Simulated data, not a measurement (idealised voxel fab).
Module name: voxel wiring stack (process module)
Square cells of 5 nm make up the cross-section cut, whose width is 195 nm.
Just so we're on the same page, the cross-sections are grids of square cells, and they're listed out in bands top to bottom, each band one or more rows deep. What a band's entry tells you: where the top is and where the bottom is, as heights in nm, and after that what lies inside, material by material from left to right, each with its width in nm. Empty space is written as the word "blank", and a single material marked with the word "everywhere" occupies the band from edge to edge. A quick word on heights: they are counted from 0, and under that level the wafer as it came to us is one material throughout. The lowest band is different from the rest in having no bottom; it simply continues downward, written as in "top 0, no bottom". Quick explanation for "30->40": the width changes in equal steps down the rows of cells, from the first number in the band's top row to the second number in its bottom row. The designation "no modifications", where it is given for a processing step, indicates that no cell of the cross-section was altered in the course of that step. Entry "Closed void inventory". Content: empty spaces with no open connection to the top, size 8 cells or greater. Each: width x height at distance. Distance: from left edge. Unit: nm. Note: text after step settings on the step line = simulator remark on that step. overlay nm: how far to the right of its planned place the mask lay on this masked step (negative: to the left). Below you will find pairs of cross-sections. In each, one shows the wafer before one process step and the other after it, with the after view ending at the lowest band that changed. Under each pair is the step separating them, along with its settings. Do not assume the pairs form a chain: they can come from different runs of this module on the same starting wafer, and a pair continues from the pair above it only when its "Cross-section, before" entry says so.
## Cross-section, before
- top 30, bottom 15 = W everywhere
- top 15, bottom 10 = SiCN everywhere
- top 10, bottom 0 = SiO2 everywhere
- top 0, no bottom = Si everywhere
- Closed void inventory: none
## Post-Process Section
- top 45, bottom 30 = 55 resist / 25 blank / 30 resist / 25 blank / 60 resist
- Under 30: no change, same as before.
- Closed void inventory: none
What was done to get from the before section above to the after section? op PATTERN | tone open | mask id METAL_1 | material resist | width nm 25 | pitch nm 55 | thk nm 15 | overlay nm 0
Cross-section, before: starting point is the after cross-section of the pair just above.
## Post-Process Section
- top 30, bottom 15 = W everywhere
- Under 15: no change, same as before.
- Closed void inventory: none
What was done to get from the before section above to the after section? op STRIP | etch materials resist
Cross-section, before: starting point is the after cross-section of the pair just above.
## Post-Process Section
- top 35, bottom 30 = TiN everywhere
- Under 30: no change, same as before.
- Closed void inventory: none
What was done to get from the before section above to the after section? op CONFORMAL_DEP | material TiN | thk nm 5
Cross-section, before: starting point is the after cross-section of the pair just above.
## Post-Process Section
- top 40, bottom 35 = W everywhere
- Under 35: no change, same as before.
- Closed void inventory: none
What was done to get from the before section above to the after section? op FILL_DEP | material W | thk nm 5
Cross-section, before: starting point is the after cross-section of the pair just above.
## Post-Process Section
- top 30, bottom 15 = W everywhere
- Under 15: no change, same as before.
- Closed void inventory: none
What was done to get from the before section above to the after section? op CMP | height nm 30
Cross-section, before: starting point is the after cross-section of the pair just above.
## Post-Process Section
- top 35, bottom 30 = SiCN everywhere
- Under 30: no change, same as before.
- Closed void inventory: none
What was done to get from the before section above to the after section? op CONFORMAL_DEP | material SiCN | thk nm 5
Cross-section, before: starting point is the after cross-section of the pair just above.
## Post-Process Section
- top 50, bottom 35 = lowk everywhere
- Under 35: no change, same as before.
- Closed void inventory: none
What was done to get from the before section above to the after section? op DIRECTIONAL_DEP | material lowk | thk nm 15
Cross-section, before: starting point is the after cross-section of the pair just above.
## Post-Process Section
- top 65, bottom 50 = 55 resist / 15 blank / 40 resist / 15 blank / 70 resist
- Under 50: no change, same as before.
- Closed void inventory: none
What was done to get from the before section above to the after section? op PATTERN | tone open | mask id PLUG_1 | material resist | width nm 15 | pitch nm 55 | thk nm 15 | overlay nm 0
Cross-section, before: starting point is the after cross-section of the pair just above.
## Post-Process Section
- top 65, bottom 50 = 55 resist / 15 blank / 40 resist / 15 blank / 70 resist
- top 50, bottom 35 = 55 lowk / 15 blank / 40 lowk / 15 blank / 70 lowk
- Under 35: no change, same as before.
- Closed void inventory: none
What was done to get from the before section above to the after section? op DIRECTIONAL_ETCH | etch materials lowk | depth nm 15
Cross-section, before: starting point is the after cross-section of the pair just above.
## Post-Process Section
- top 65, bottom 50 = 55 resist / 15 blank / 40 resist / 15 blank / 70 resist
- top 50, bottom 35 = 55 lowk / 15 blank / 40 lowk / 15 blank / 70 lowk
- top 35, bottom 30 = 55 SiCN / 15 blank / 40 SiCN / 15 blank / 70 SiCN
- Under 30: no change, same as before.
- Closed void inventory: none
What was done to get from the before section above to the after section? op DIRECTIONAL_ETCH | etch materials SiCN | depth nm 5
Cross-section, before: starting point is the after cross-section of the pair just above.
## Post-Process Section
- top 50, bottom 35 = 55 lowk / 15 blank / 40 lowk / 15 blank / 70 lowk
- Under 35: no change, same as before.
- Closed void inventory: none
What was done to get from the before section above to the after section? op STRIP | etch materials resist
Cross-section, before: starting point is the after cross-section of the pair just above.
## Post-Process Section
- top 55, bottom 50 = 60 TiN / 5 blank / 50 TiN / 5 blank / 75 TiN
- top 50, bottom 35 = 55 lowk / 5 TiN / 5 blank / 5 TiN / 40 lowk / 5 TiN / 5 blank / 5 TiN / 70 lowk
- top 35, bottom 30 = 55 SiCN / 15 TiN / 40 SiCN / 15 TiN / 70 SiCN
- Under 30: no change, same as before.
- Closed void inventory: none
What was done to get from the before section above to the after section? op CONFORMAL_DEP | material TiN | thk nm 5
Cross-section, before: starting point is the after cross-section of the pair just above.
## Post-Process Section
- top 65, bottom 55 = Ru everywhere
- top 55, bottom 50 = 60 TiN / 5 Ru / 50 TiN / 5 Ru / 75 TiN
- top 50, bottom 35 = 55 lowk / 5 TiN / 5 Ru / 5 TiN / 40 lowk / 5 TiN / 5 Ru / 5 TiN / 70 lowk
- Under 35: no change, same as before.
- Closed void inventory: none
What was done to get from the before section above to the after section? op FILL_DEP | material Ru | thk nm 10
Cross-section, before: starting point is the after cross-section of the pair just above.
## Post-Process Section
- top 50, bottom 35 = 55 lowk / 5 TiN / 5 Ru / 5 TiN / 40 lowk / 5 TiN / 5 Ru / 5 TiN / 70 lowk
- Under 35: no change, same as before.
- Closed void inventory: none
What was done to get from the before section above to the after section? op CMP | height nm 50
Cross-section, before: starting point is the after cross-section of the pair just above.
## Post-Process Section
- top 55, bottom 50 = TiN everywhere
- Under 50: no change, same as before.
- Closed void inventory: none
What was done to get from the before section above to the after section? op DIRECTIONAL_DEP | material TiN | thk nm 5
Cross-section, before: starting point is the after cross-section of the pair just above.
## Post-Process Section
- top 70, bottom 55 = W everywhere
- Under 55: no change, same as before.
- Closed void inventory: none
What was done to get from the before section above to the after section? op DIRECTIONAL_DEP | material W | thk nm 15
Cross-section, before: starting point is the after cross-section of the pair just above.
## Post-Process Section
- top 80, bottom 70 = aC everywhere
- Under 70: no change, same as before.
- Closed void inventory: none
What was done to get from the before section above to the after section? op DIRECTIONAL_DEP | material aC | thk nm 10
Cross-section, before: starting point is the after cross-section of the pair just above.
## Post-Process Section
- top 105, bottom 80 = 55 blank / 25 resist / 30 blank / 25 resist / 60 blank
- Under 80: no change, same as before.
- Closed void inventory: none
What was done to get from the before section above to the after section? op PATTERN | tone cover | mask id METAL_2 | material resist | width nm 25 | pitch nm 55 | thk nm 25 | overlay nm 0
Cross-section, before: starting point is the after cross-section of the pair just above.
## Post-Process Section
- top 95, bottom 80 = 55 blank / 25 resist / 30 blank / 25 resist / 60 blank
- top 80, bottom 70 = 55 blank / 25 aC / 30 blank / 25 aC / 60 blank
- Under 70: no change, same as before.
- Closed void inventory: none
What was done to get from the before section above to the after section? op DIRECTIONAL_ETCH | etch materials aC | depth nm 10
Cross-section, before: starting point is the after cross-section of the pair just above.
## Post-Process Section
- top 80, bottom 70 = 55 blank / 25 aC / 30 blank / 25 aC / 60 blank
- Under 70: no change, same as before.
- Closed void inventory: none
What was done to get from the before section above to the after section? op STRIP | etch materials resist
Cross-section, before: starting point is the after cross-section of the pair just above.
## Post-Process Section
- top 80, bottom 70 = 55 blank / 25 aC / 30 blank / 25 aC / 60 blank
- top 70, bottom 55 = 55 blank / 25 W / 30 blank / 25 W / 60 blank
- Under 55: no change, same as before.
- Closed void inventory: none
What was done to get from the before section above to the after section? op DIRECTIONAL_ETCH | etch materials W | depth nm 15
Cross-section, before: starting point is the after cross-section of the pair just above.
## Post-Process Section
- top 80, bottom 70 = 55 blank / 25 aC / 30 blank / 25 aC / 60 blank
- top 70, bottom 55 = 55 blank / 25 W / 30 blank / 25 W / 60 blank
- top 55, bottom 50 = 55 blank / 25 TiN / 30 blank / 25 TiN / 60 blank
- Under 50: no change, same as before.
- Closed void inventory: none
What was done to get from the before section above to the after section? op DIRECTIONAL_ETCH | etch materials TiN | depth nm 5
Cross-section, before: starting point is the after cross-section of the pair just above.
## Post-Process Section
- top 70, bottom 55 = 55 blank / 25 W / 30 blank / 25 W / 60 blank
- Under 55: no change, same as before.
- Closed void inventory: none
What was done to get from the before section above to the after section? op STRIP | etch materials aC
Cross-section, before: starting point is the after cross-section of the pair just above.
## Post-Process Section
- top 75, bottom 70 = 50 blank / 35 SiN / 20 blank / 35 SiN / 55 blank
- top 70, bottom 55 = 50 blank / 5 SiN / 25 W / 5 SiN / 20 blank / 5 SiN / 25 W / 5 SiN / 55 blank
- top 55, bottom 50 = 55 SiN / 25 TiN / 30 SiN / 25 TiN / 60 SiN
- Under 50: no change, same as before.
- Closed void inventory: none
What was done to get from the before section above to the after section? op CONFORMAL_DEP | material SiN | thk nm 5
Cross-section, before: starting point is the after cross-section of the pair just above.
## Post-Process Section
- top 80, bottom 75 = SiO2 everywhere
- top 75, bottom 70 = 50 SiO2 / 35 SiN / 20 SiO2 / 35 SiN / 55 SiO2
- top 70, bottom 55 = 50 SiO2 / 5 SiN / 25 W / 5 SiN / 20 SiO2 / 5 SiN / 25 W / 5 SiN / 55 SiO2
- Under 55: no change, same as before.
- Closed void inventory: none
What was done to get from the before section above to the after section? op FILL_DEP | material SiO2 | thk nm 5
Cross-section, before: starting point is the after cross-section of the pair just above.
## Post-Process Section
- top 70, bottom 55 = 50 SiO2 / 5 SiN / 25 W / 5 SiN / 20 SiO2 / 5 SiN / 25 W / 5 SiN / 55 SiO2
- Under 55: no change, same as before.
- Closed void inventory: none
What was done to get from the before section above to the after section? op CMP | height nm 70
Cross-section, before: starting point is the after cross-section of the pair just above.
## Post-Process Section
- top 75, bottom 70 = SiCN everywhere
- Under 70: no change, same as before.
- Closed void inventory: none
What was done to get from the before section above to the after section? op CONFORMAL_DEP | material SiCN | thk nm 5
Cross-section, before: starting point is the after cross-section of the pair just above.
## Post-Process Section
- top 100, bottom 75 = lowk everywhere
- Under 75: no change, same as before.
- Closed void inventory: none
What was done to get from the before section above to the after section? op DIRECTIONAL_DEP | material lowk | thk nm 25
Cross-section, before: starting point is the after cross-section of the pair just above.
## Post-Process Section
- top 100, bottom 75 = 55 lowk / 15 blank / 125 lowk
- Under 75: no change, same as before.
- Closed void inventory: none
What was done to get from the before section above to the after section? op MASKED_ETCH | tone open | mask id METAL_3_HOLES | width nm 15 | etch materials lowk | depth nm 25 | overlay nm 0
Cross-section, before: starting point is the after cross-section of the pair just above.
## Post-Process Section
- top 120, bottom 100 = 55 resist / 25 blank / 30 resist / 25 blank / 60 resist
- Under 100: no change, same as before.
- Closed void inventory: none
What was done to get from the before section above to the after section? op PATTERN | tone open | mask id METAL_3 | material resist | width nm 25 | pitch nm 55 | thk nm 20 | overlay nm 0
Cross-section, before: starting point is the after cross-section of the pair just above.
## Post-Process Section
- top 120, bottom 100 = 55 resist / 25 blank / 30 resist / 25 blank / 60 resist
- top 100, bottom 85 = 55 lowk / 25 blank / 30 lowk / 25 blank / 60 lowk
- Under 85: no change, same as before.
- Closed void inventory: none
What was done to get from the before section above to the after section? op DIRECTIONAL_ETCH | etch materials lowk | depth nm 15
Cross-section, before: starting point is the after cross-section of the pair just above.
## Post-Process Section
- top 120, bottom 100 = 55 resist / 25 blank / 30 resist / 25 blank / 60 resist
- top 100, bottom 85 = 55 lowk / 25 blank / 30 lowk / 25 blank / 60 lowk
- top 85, bottom 75 = 55 lowk / 15 blank / 125 lowk
- top 75, bottom 70 = 55 SiCN / 15 blank / 125 SiCN
- Under 70: no change, same as before.
- Closed void inventory: none
What was done to get from the before section above to the after section? op DIRECTIONAL_ETCH | etch materials SiCN | depth nm 5
Cross-section, before: starting point is the after cross-section of the pair just above.
## Post-Process Section
- top 100, bottom 85 = 55 lowk / 25 blank / 30 lowk / 25 blank / 60 lowk
- Under 85: no change, same as before.
- Closed void inventory: none
What was done to get from the before section above to the after section? op STRIP | etch materials resist
Cross-section, before: starting point is the after cross-section of the pair just above.
## Post-Process Section
- top 105, bottom 100 = 60 TiN / 15 blank / 40 TiN / 15 blank / 65 TiN
- top 100, bottom 90 = 55 lowk / 5 TiN / 15 blank / 5 TiN / 30 lowk / 5 TiN / 15 blank / 5 TiN / 60 lowk
- top 90, bottom 85 = 55 lowk / 5 TiN / 5 blank / 15 TiN / 30 lowk / 25 TiN / 60 lowk
- top 85, bottom 75 = 55 lowk / 5 TiN / 5 blank / 5 TiN / 125 lowk
- top 75, bottom 70 = 55 SiCN / 15 TiN / 125 SiCN
- Under 70: no change, same as before.
- Closed void inventory: none
What was done to get from the before section above to the after section? op CONFORMAL_DEP | material TiN | thk nm 5
Cross-section, before: starting point is the after cross-section of the pair just above.
## Post-Process Section
- top 115, bottom 105 = Cu everywhere
- top 105, bottom 100 = 60 TiN / 15 Cu / 40 TiN / 15 Cu / 65 TiN
- top 100, bottom 90 = 55 lowk / 5 TiN / 15 Cu / 5 TiN / 30 lowk / 5 TiN / 15 Cu / 5 TiN / 60 lowk
- top 90, bottom 85 = 55 lowk / 5 TiN / 5 Cu / 15 TiN / 30 lowk / 25 TiN / 60 lowk
- top 85, bottom 75 = 55 lowk / 5 TiN / 5 Cu / 5 TiN / 125 lowk
- Under 75: no change, same as before.
- Closed void inventory: none
What was done to get from the before section above to the after section? op FILL_DEP | material Cu | thk nm 10
Cross-section, before: starting point is the after cross-section of the pair just above.
## Post-Process Section
- top 100, bottom 90 = 55 lowk / 5 TiN / 15 Cu / 5 TiN / 30 lowk / 5 TiN / 15 Cu / 5 TiN / 60 lowk
- Under 90: no change, same as before.
- Closed void inventory: none
What was done to get from the before section above to the after section? op CMP | height nm 100
Cross-section, before: starting point is the after cross-section of the pair just above.
## Post-Process Section
- top 105, bottom 100 = SiCN everywhere
- Under 100: no change, same as before.
- Closed void inventory: none
What was done to get from the before section above to the after section? op CONFORMAL_DEP | material SiCN | thk nm 5
## Cross-section, before
- top 50, bottom 35 = lowk everywhere
- top 35, bottom 30 = SiCN everywhere
- top 30, bottom 15 = 55 SiO2 / 5 TiN / 15 W / 5 TiN / 30 SiO2 / 5 TiN / 15 W / 5 TiN / 60 SiO2
- top 15, bottom 10 = 55 SiCN / 25 TiN / 30 SiCN / 25 TiN / 60 SiCN
- top 10, bottom 0 = SiO2 everywhere
- top 0, no bottom = Si everywhere
- Closed void inventory: none
## Post-Process Section
- top 65, bottom 50 = 55 blank / 15 resist / 40 blank / 15 resist / 70 blank
- Under 50: no change, same as before.
- Closed void inventory: none
What was done to get from the before section above to the after section? op PATTERN | tone cover | mask id PLUG_1 | material resist | width nm 15 | pitch nm 55 | thk nm 15 | overlay nm 0
Cross-section, before: starting point is the after cross-section of the pair just above.
## Post-Process Section
- top 65, bottom 50 = 55 blank / 15 resist / 40 blank / 15 resist / 70 blank
- top 50, bottom 35 = 55 blank / 15 lowk / 40 blank / 15 lowk / 70 blank
- Under 35: no change, same as before.
- Closed void inventory: none
What was done to get from the before section above to the after section? op DIRECTIONAL_ETCH | etch materials lowk | depth nm 15
Cross-section, before: starting point is the after cross-section of the pair just above.
## Post-Process Section
- top 65, bottom 50 = 55 blank / 15 resist / 40 blank / 15 resist / 70 blank
- top 50, bottom 35 = 55 blank / 15 lowk / 40 blank / 15 lowk / 70 blank
- top 35, bottom 30 = 55 blank / 15 SiCN / 40 blank / 15 SiCN / 70 blank
- Under 30: no change, same as before.
- Closed void inventory: none
What was done to get from the before section above to the after section? op DIRECTIONAL_ETCH | etch materials SiCN | depth nm 5
Cross-section, before: starting point is the after cross-section of the pair just above.
## Post-Process Section
- top 50, bottom 35 = 55 blank / 15 lowk / 40 blank / 15 lowk / 70 blank
- Under 35: no change, same as before.
- Closed void inventory: none
What was done to get from the before section above to the after section? op STRIP | etch materials resist
Cross-section, before: starting point is the after cross-section of the pair just above.
## Post-Process Section
- top 55, bottom 50 = 50 blank / 25 TiN / 30 blank / 25 TiN / 65 blank
- top 50, bottom 35 = 50 blank / 5 TiN / 15 lowk / 5 TiN / 30 blank / 5 TiN / 15 lowk / 5 TiN / 65 blank
- top 35, bottom 30 = 55 TiN / 15 SiCN / 40 TiN / 15 SiCN / 70 TiN
- Under 30: no change, same as before.
- Closed void inventory: none
What was done to get from the before section above to the after section? op CONFORMAL_DEP | material TiN | thk nm 5
Cross-section, before: starting point is the after cross-section of the pair just above.
## Post-Process Section
- top 65, bottom 55 = Ru everywhere
- top 55, bottom 50 = 50 Ru / 25 TiN / 30 Ru / 25 TiN / 65 Ru
- top 50, bottom 35 = 50 Ru / 5 TiN / 15 lowk / 5 TiN / 30 Ru / 5 TiN / 15 lowk / 5 TiN / 65 Ru
- Under 35: no change, same as before.
- Closed void inventory: none
What was done to get from the before section above to the after section? op FILL_DEP | material Ru | thk nm 10
Cross-section, before: starting point is the after cross-section of the pair just above.
## Post-Process Section
- top 50, bottom 35 = 50 Ru / 5 TiN / 15 lowk / 5 TiN / 30 Ru / 5 TiN / 15 lowk / 5 TiN / 65 Ru
- Under 35: no change, same as before.
- Closed void inventory: none
What was done to get from the before section above to the after section? op CMP | height nm 50
Cross-section, before: starting point is the after cross-section of the pair just above.
## Post-Process Section
- top 55, bottom 50 = TiN everywhere
- Under 50: no change, same as before.
- Closed void inventory: none
What was done to get from the before section above to the after section? op DIRECTIONAL_DEP | material TiN | thk nm 5
Cross-section, before: starting point is the after cross-section of the pair just above.
## Post-Process Section
- top 70, bottom 55 = W everywhere
- Under 55: no change, same as before.
- Closed void inventory: none
What was done to get from the before section above to the after section? op DIRECTIONAL_DEP | material W | thk nm 15
Cross-section, before: starting point is the after cross-section of the pair just above.
## Post-Process Section
- top 80, bottom 70 = aC everywhere
- Under 70: no change, same as before.
- Closed void inventory: none
What was done to get from the before section above to the after section? op DIRECTIONAL_DEP | material aC | thk nm 10
Cross-section, before: starting point is the after cross-section of the pair just above.
## Post-Process Section
- top 105, bottom 80 = 55 blank / 25 resist / 30 blank / 25 resist / 60 blank
- Under 80: no change, same as before.
- Closed void inventory: none
What was done to get from the before section above to the after section? op PATTERN | tone cover | mask id METAL_2 | material resist | width nm 25 | pitch nm 55 | thk nm 25 | overlay nm 0
Cross-section, before: starting point is the after cross-section of the pair just above.
## Post-Process Section
- top 95, bottom 80 = 55 blank / 25 resist / 30 blank / 25 resist / 60 blank
- top 80, bottom 70 = 55 blank / 25 aC / 30 blank / 25 aC / 60 blank
- Under 70: no change, same as before.
- Closed void inventory: none
What was done to get from the before section above to the after section? op DIRECTIONAL_ETCH | etch materials aC | depth nm 10
Cross-section, before: starting point is the after cross-section of the pair just above.
## Post-Process Section
- top 80, bottom 70 = 55 blank / 25 aC / 30 blank / 25 aC / 60 blank
- Under 70: no change, same as before.
- Closed void inventory: none
What was done to get from the before section above to the after section? op STRIP | etch materials resist
Cross-section, before: starting point is the after cross-section of the pair just above.
## Post-Process Section
- top 80, bottom 70 = 55 blank / 25 aC / 30 blank / 25 aC / 60 blank
- top 70, bottom 55 = 55 blank / 25 W / 30 blank / 25 W / 60 blank
- Under 55: no change, same as before.
- Closed void inventory: none
What was done to get from the before section above to the after section? op DIRECTIONAL_ETCH | etch materials W | depth nm 15
Cross-section, before: starting point is the after cross-section of the pair just above.
## Post-Process Section
- top 80, bottom 70 = 55 blank / 25 aC / 30 blank / 25 aC / 60 blank
- top 70, bottom 55 = 55 blank / 25 W / 30 blank / 25 W / 60 blank
- top 55, bottom 50 = 55 blank / 25 TiN / 30 blank / 25 TiN / 60 blank
- Under 50: no change, same as before.
- Closed void inventory: none
What was done to get from the before section above to the after section? op DIRECTIONAL_ETCH | etch materials TiN | depth nm 5
Cross-section, before: starting point is the after cross-section of the pair just above.
## Post-Process Section
- top 70, bottom 55 = 55 blank / 25 W / 30 blank / 25 W / 60 blank
- Under 55: no change, same as before.
- Closed void inventory: none
What was done to get from the before section above to the after section? op STRIP | etch materials aC
Cross-section, before: starting point is the after cross-section of the pair just above.
## Post-Process Section
- top 75, bottom 70 = 50 blank / 35 SiN / 20 blank / 35 SiN / 55 blank
- top 70, bottom 55 = 50 blank / 5 SiN / 25 W / 5 SiN / 20 blank / 5 SiN / 25 W / 5 SiN / 55 blank
- top 55, bottom 50 = 55 SiN / 25 TiN / 30 SiN / 25 TiN / 60 SiN
- Under 50: no change, same as before.
- Closed void inventory: none
What was done to get from the before section above to the after section? op CONFORMAL_DEP | material SiN | thk nm 5
Cross-section, before: starting point is the after cross-section of the pair just above.
## Post-Process Section
- top 80, bottom 75 = SiO2 everywhere
- top 75, bottom 70 = 50 SiO2 / 35 SiN / 20 SiO2 / 35 SiN / 55 SiO2
- top 70, bottom 55 = 50 SiO2 / 5 SiN / 25 W / 5 SiN / 20 SiO2 / 5 SiN / 25 W / 5 SiN / 55 SiO2
- Under 55: no change, same as before.
- Closed void inventory: none
What was done to get from the before section above to the after section? op FILL_DEP | material SiO2 | thk nm 5
Cross-section, before: starting point is the after cross-section of the pair just above.
## Post-Process Section
- top 70, bottom 55 = 50 SiO2 / 5 SiN / 25 W / 5 SiN / 20 SiO2 / 5 SiN / 25 W / 5 SiN / 55 SiO2
- Under 55: no change, same as before.
- Closed void inventory: none
What was done to get from the before section above to the after section? op CMP | height nm 70
Cross-section, before: starting point is the after cross-section of the pair just above.
## Post-Process Section
- top 75, bottom 70 = SiCN everywhere
- Under 70: no change, same as before.
- Closed void inventory: none
What was done to get from the before section above to the after section? op CONFORMAL_DEP | material SiCN | thk nm 5
Cross-section, before: starting point is the after cross-section of the pair just above.
## Post-Process Section
- top 100, bottom 75 = lowk everywhere
- Under 75: no change, same as before.
- Closed void inventory: none
What was done to get from the before section above to the after section? op DIRECTIONAL_DEP | material lowk | thk nm 25
Cross-section, before: starting point is the after cross-section of the pair just above.
## Post-Process Section
- top 100, bottom 75 = 55 lowk / 15 blank / 125 lowk
- Under 75: no change, same as before.
- Closed void inventory: none
What was done to get from the before section above to the after section? op MASKED_ETCH | tone open | mask id METAL_3_HOLES | width nm 15 | etch materials lowk | depth nm 25 | overlay nm 0
Cross-section, before: starting point is the after cross-section of the pair just above.
## Post-Process Section
- top 120, bottom 100 = 55 resist / 25 blank / 30 resist / 25 blank / 60 resist
- Under 100: no change, same as before.
- Closed void inventory: none
What was done to get from the before section above to the after section? op PATTERN | tone open | mask id METAL_3 | material resist | width nm 25 | pitch nm 55 | thk nm 20 | overlay nm 0
Cross-section, before: starting point is the after cross-section of the pair just above.
## Post-Process Section
- top 120, bottom 100 = 55 resist / 25 blank / 30 resist / 25 blank / 60 resist
- top 100, bottom 85 = 55 lowk / 25 blank / 30 lowk / 25 blank / 60 lowk
- Under 85: no change, same as before.
- Closed void inventory: none
What was done to get from the before section above to the after section? op DIRECTIONAL_ETCH | etch materials lowk | depth nm 15
Cross-section, before: starting point is the after cross-section of the pair just above.
## Post-Process Section
- top 120, bottom 100 = 55 resist / 25 blank / 30 resist / 25 blank / 60 resist
- top 100, bottom 85 = 55 lowk / 25 blank / 30 lowk / 25 blank / 60 lowk
- top 85, bottom 75 = 55 lowk / 15 blank / 125 lowk
- top 75, bottom 70 = 55 SiCN / 15 blank / 125 SiCN
- Under 70: no change, same as before.
- Closed void inventory: none
What was done to get from the before section above to the after section? op DIRECTIONAL_ETCH | etch materials SiCN | depth nm 5
Cross-section, before: starting point is the after cross-section of the pair just above.
## Post-Process Section
- top 100, bottom 85 = 55 lowk / 25 blank / 30 lowk / 25 blank / 60 lowk
- Under 85: no change, same as before.
- Closed void inventory: none
What was done to get from the before section above to the after section? op STRIP | etch materials resist
Cross-section, before: starting point is the after cross-section of the pair just above.
## Post-Process Section
- top 105, bottom 100 = 60 TiN / 15 blank / 40 TiN / 15 blank / 65 TiN
- top 100, bottom 90 = 55 lowk / 5 TiN / 15 blank / 5 TiN / 30 lowk / 5 TiN / 15 blank / 5 TiN / 60 lowk
- top 90, bottom 85 = 55 lowk / 5 TiN / 5 blank / 15 TiN / 30 lowk / 25 TiN / 60 lowk
- top 85, bottom 75 = 55 lowk / 5 TiN / 5 blank / 5 TiN / 125 lowk
- top 75, bottom 70 = 55 SiCN / 15 TiN / 125 SiCN
- Under 70: no change, same as before.
- Closed void inventory: none
What was done to get from the before section above to the after section? op CONFORMAL_DEP | material TiN | thk nm 5
Cross-section, before: starting point is the after cross-section of the pair just above.
## Post-Process Section
- top 115, bottom 105 = Cu everywhere
- top 105, bottom 100 = 60 TiN / 15 Cu / 40 TiN / 15 Cu / 65 TiN
- top 100, bottom 90 = 55 lowk / 5 TiN / 15 Cu / 5 TiN / 30 lowk / 5 TiN / 15 Cu / 5 TiN / 60 lowk
- top 90, bottom 85 = 55 lowk / 5 TiN / 5 Cu / 15 TiN / 30 lowk / 25 TiN / 60 lowk
- top 85, bottom 75 = 55 lowk / 5 TiN / 5 Cu / 5 TiN / 125 lowk
- Under 75: no change, same as before.
- Closed void inventory: none
What was done to get from the before section above to the after section? op FILL_DEP | material Cu | thk nm 10
Cross-section, before: starting point is the after cross-section of the pair just above.
## Post-Process Section
- top 100, bottom 90 = 55 lowk / 5 TiN / 15 Cu / 5 TiN / 30 lowk / 5 TiN / 15 Cu / 5 TiN / 60 lowk
- Under 90: no change, same as before.
- Closed void inventory: none
What was done to get from the before section above to the after section? op CMP | height nm 100
Cross-section, before: starting point is the after cross-section of the pair just above.
## Post-Process Section
- top 105, bottom 100 = SiCN everywhere
- Under 100: no change, same as before.
- Closed void inventory: none
What was done to get from the before section above to the after section? op CONFORMAL_DEP | material SiCN | thk nm 5
